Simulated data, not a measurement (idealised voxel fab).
The process module that follows is named voxel gate over fins.
The cross-section on display is named cut; it measures 170 nm wide, and its cells are 5 nm squares.
A cross-section in this document is a grid of square cells, and it is written down as bands, the top band listed before the ones below it; a band is made up of one or more rows of cells.
It is stipulated that each band's entry specify, in nanometres, the height of the top of the band and then that of its bottom, followed by the materials of the band in left-to-right sequence, each together with its width in nanometres. A single material marked by the word "all across" is understood to fill the band from edge to edge; the word "empty" is understood to denote empty space.
Note: height 0 marks the level under which the wafer is uniformly one material as received. Lowest band unbounded below, written "0 and below".
Graded width ("30 to 40"): value in top row of band = first number; value in bottom row = second number; row-to-row change constant.
Reading "nothing altered" for a step: not a cell of the cross-section changed in it.
Closed empty spaces (no open way to the top) of 8 cells or more are what "Sealed void listing" lists, each as width x height at distance from the left edge, nm for all three.
Step line, after settings: the simulator's comment on this step.
overlay nm, on a step with a mask: how far to the right of its planned place the mask lay; to the left if negative

## The planned process steps are enumerated hereunder
| 1 | RECEIVE,material Si |
| 2 | CONFORMAL_DEP,material SiN,thk nm 5 |
| 3 | DIRECTIONAL_DEP,material aC,thk nm 10 |
| 4 | PATTERN,tone cover,mask id FINS,material resist,width nm 15,pitch nm 55,thk nm 30,overlay nm 0 |
| 5 | DIRECTIONAL_ETCH,etch materials aC,depth nm 10 |
| 6 | STRIP,etch materials resist |
| 7 | DIRECTIONAL_ETCH,etch materials SiN,depth nm 5 |
| 8 | DIRECTIONAL_ETCH,etch materials Si,depth nm 30 |
| 9 | STRIP,etch materials aC |
| 10 | OXIDIZE,depth nm 5 |
| 11 | FILL_DEP,material SiO2,thk nm 5 |
| 12 | CMP,height nm 5 |
| 13 | MASKED_ETCH,tone open,mask id RAIL,width nm 15,etch materials SiO2,depth nm 30,overlay nm 0 |
| 14 | CONFORMAL_DEP,material TiN,thk nm 5 |
| 15 | FILL_DEP,material W,thk nm 5 |
| 16 | CMP,height nm 5 |
| 17 | SELECTIVE_ETCH,etch materials W Ru TiN,depth nm 25 |
| 18 | FILL_DEP,material SiO2,thk nm 5 |
| 19 | CMP,height nm 5 |
| 20 | SELECTIVE_ETCH,etch materials SiO2,depth nm 20 |
| 21 | STRIP,etch materials SiN |
| 22 | CONFORMAL_DEP,material HfO2,thk nm 5 |
| 23 | CONFORMAL_DEP,material TiN,thk nm 5 |
| 24 | FILL_DEP,material W,thk nm 15 |
| 25 | CMP,height nm 20 |
| 26 | CONFORMAL_DEP,material SiN,thk nm 10 |

## as received, after step 1
- 0 and below | Si all across
- Sealed void listing: none

## First of two wafers at the end of the module, shown in cross-section; run carried out as planned
- 30 down to 20 | SiN all across
- 20 down to 10 | W all across
- 10 down to 5 | 15 of W  25 of TiN  30 of W  25 of TiN  30 of W  25 of TiN  20 of W
- 5 down to 0 | 15 of W  5 of TiN  15 of HfO2  5 of TiN  30 of W  5 of TiN  15 of HfO2  5 of TiN  30 of W  5 of TiN  15 of HfO2  5 of TiN  20 of W
- 0 down to -5 | 15 of W  5 of TiN  5 of HfO2  5 of Si  5 of HfO2  5 of TiN  30 of W  5 of TiN  5 of HfO2  5 of Si  5 of HfO2  5 of TiN  30 of W  5 of TiN  5 of HfO2  5 of Si  5 of HfO2  5 of TiN  20 of W
- -5 down to -10 | 20 of TiN  5 of HfO2  5 of Si  5 of HfO2  40 of TiN  5 of HfO2  5 of Si  5 of HfO2  40 of TiN  5 of HfO2  5 of Si  5 of HfO2  25 of TiN
- -10 down to -15 | 25 of HfO2  5 of Si  50 of HfO2  5 of Si  50 of HfO2  5 of Si  30 of HfO2
- -15 down to -20 | 25 of SiO2  5 of Si  50 of SiO2  5 of Si  50 of SiO2  5 of Si  30 of SiO2
- -20 down to -25 | 25 of SiO2  5 of Si  15 of SiO2  15 of TiN  20 of SiO2  5 of Si  50 of SiO2  5 of Si  30 of SiO2
- -25 down to -35 | 25 of SiO2  5 of Si  50 of SiO2  5 of Si  50 of SiO2  5 of Si  30 of SiO2
- -35 and below | Si all across
- Sealed void listing: none

## Cross-section, second wafer: same start as the first, same plan as the first, one mistake in running it; taken at the end of the module
- 30 down to 20 | SiN all across
- 20 down to 5 | W all across
- 5 down to 0 | 15 of W  25 of TiN  30 of W  25 of TiN  30 of W  25 of TiN  20 of W
- 0 down to -5 | 15 of W  5 of TiN  15 of HfO2  5 of TiN  30 of W  5 of TiN  15 of HfO2  5 of TiN  30 of W  5 of TiN  15 of HfO2  5 of TiN  20 of W
- -5 down to -10 | 15 of W  5 of TiN  5 of HfO2  5 of Si  5 of HfO2  5 of TiN  30 of W  5 of TiN  5 of HfO2  5 of Si  5 of HfO2  5 of TiN  30 of W  5 of TiN  5 of HfO2  5 of Si  5 of HfO2  5 of TiN  20 of W
- -10 down to -15 | 15 of W  5 of TiN  5 of HfO2  5 of Si  5 of HfO2  40 of TiN  5 of HfO2  5 of Si  5 of HfO2  5 of TiN  30 of W  5 of TiN  5 of HfO2  5 of Si  5 of HfO2  5 of TiN  20 of W
- -15 down to -20 | 20 of TiN  5 of HfO2  5 of Si  5 of HfO2  5 of TiN  25 of HfO2  10 of TiN  5 of HfO2  5 of Si  5 of HfO2  40 of TiN  5 of HfO2  5 of Si  5 of HfO2  25 of TiN
- -20 down to -25 | 25 of HfO2  5 of Si  15 of HfO2  15 of TiN  20 of HfO2  5 of Si  50 of HfO2  5 of Si  30 of HfO2
- -25 down to -35 | 25 of SiO2  5 of Si  50 of SiO2  5 of Si  50 of SiO2  5 of Si  30 of SiO2
- -35 and below | Si all across
- Sealed void listing: none
Deviation from plan: step 19 was run on a setting that differed from the plan, and what really ran there is CMP,height nm -5
The closing comparison, in cells, has the second wafer with more or fewer of some materials than the first: 8 more of HfO2, 3 fewer of Si, 59 fewer of SiO2, 7 more of TiN, 47 more of W
